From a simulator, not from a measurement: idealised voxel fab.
Process module in this document: voxel self aligned vias
Pictured: cross-section cut, 210 nm wide, on a grid of 5 nm square cells.
We lay out every cross-section as a grid of square cells and spell it out in bands from the top down, where one band means one or more rows of cells. Band: top height; bottom height; in nm. Then, left to right: material with width in nm, for each material. "full width": a single material spanning edge to edge. "empty": empty space. We count height from 0. Below that, the starting wafer is all one material. The lowest band never ends at the bottom but goes on down; see "0 and below" for how that is written. The width entry "30->40" should be interpreted row by row: the top row of cells in the band takes the first number, the bottom row takes the second number, and the change between adjacent rows is uniform throughout. "remained the same" for a step: no cell of the cross-section changed in that step. In the "Enclosed void list" entry, you get each enclosed empty space of 8 cells or more, one with no open way to the top, written width x height at distance, distance from the left edge, in nm. Formally, on a step line, whatever follows the settings is a remark that the simulator itself makes on the step. overlay nm: where the mask lay relative to plan, measured to the right, on steps with a mask; negatives go left.

THE PLANNED PROCESS STEPS ARE ENUMERATED HEREUNDER
1: RECEIVE: material Si
2: CONFORMAL_DEP: material SiO2, thk nm 15
3: CONFORMAL_DEP: material SiCN, thk nm 5
4: DIRECTIONAL_DEP: material SiO2, thk nm 25
5: PATTERN: tone open, mask id LINES, material resist, width nm 20, pitch nm 60, thk nm 15, overlay nm 0
6: DIRECTIONAL_ETCH: etch materials SiO2, depth nm 25
7: STRIP: etch materials resist
8: CONFORMAL_DEP: material TiN, thk nm 5
9: FILL_DEP: material Ru, thk nm 5
10: CMP: height nm 45
11: SELECTIVE_ETCH: etch materials W Ru TiN, depth nm 10
12: FILL_DEP: material SiN, thk nm 5
13: CMP: height nm 45
14: DIRECTIONAL_DEP: material SiO2, thk nm 20
15: DIRECTIONAL_DEP: material aC, thk nm 10
16: PATTERN: tone open, mask id VIAS, material resist, width nm 30, thk nm 30, overlay nm 0
17: DIRECTIONAL_ETCH: etch materials aC, depth nm 10
18: STRIP: etch materials resist
19: DIRECTIONAL_ETCH: etch materials SiO2, depth nm 20
20: DIRECTIONAL_ETCH: etch materials SiN, depth nm 10
21: STRIP: etch materials aC
22: CONFORMAL_DEP: material TiN, thk nm 5
23: FILL_DEP: material Cu, thk nm 5
24: CMP: height nm 65
25: CONFORMAL_DEP: material SiCN, thk nm 5

THE CROSS-SECTION HERE SHOWS THE WAFER AS RECEIVED, I.E. IN ITS STATE AFTER STEP 1
  0 and below | Si full width
  Enclosed void list: none

CROSS-SECTION, FIRST OF TWO WAFERS, END OF MODULE, RUN AS PLANNED
  70 down to 65 | SiCN full width
  65 down to 50 | SiO2=60, then TiN=5, then Cu=20, then TiN=5, then SiO2=120
  50 down to 45 | SiO2=60, then TiN=10, then Cu=10, then TiN=10, then SiO2=120
  45 down to 40 | SiO2=65, then TiN=5, then Cu=10, then TiN=5, then SiO2=40, then SiN=20, then SiO2=65
  40 down to 35 | SiO2=65, then TiN=20, then SiO2=40, then SiN=20, then SiO2=65
  35 down to 25 | SiO2=65, then TiN=5, then Ru=10, then TiN=5, then SiO2=40, then TiN=5, then Ru=10, then TiN=5, then SiO2=65
  25 down to 20 | SiO2=65, then TiN=20, then SiO2=40, then TiN=20, then SiO2=65
  20 down to 15 | SiCN full width
  15 down to 0 | SiO2 full width
  0 and below | Si full width
  Enclosed void list: none

SO THIS IS WAFER NUMBER TWO OF THE TWO, CUT AT THE END OF THE MODULE - IT STARTED WHERE THE FIRST DID AND HAD THE SAME PLAN, WE JUST GOT ONE THING WRONG RUNNING IT
  70 down to 65 | SiCN full width
  65 down to 50 | SiO2=65, then Cu=20, then SiO2=125
  50 down to 45 | SiO2=70, then Cu=10, then SiO2=130
  45 down to 40 | SiO2=70, then Cu=10, then SiO2=45, then SiN=20, then SiO2=65
  40 down to 35 | SiO2=125, then SiN=20, then SiO2=65
  35 down to 25 | SiO2=65, then TiN=5, then Ru=10, then TiN=5, then SiO2=40, then TiN=5, then Ru=10, then TiN=5, then SiO2=65
  25 down to 20 | SiO2=65, then TiN=20, then SiO2=40, then TiN=20, then SiO2=65
  20 down to 15 | SiCN full width
  15 down to 0 | SiO2 full width
  0 and below | Si full width
  Enclosed void list: none
Run error: off-plan run, step 22, actual operation and settings CONFORMAL_DEP: material SiO2, thk nm 5
Count the cells at the end and the second wafer has more or fewer of some materials than the first: SiO2 +16 | TiN -16
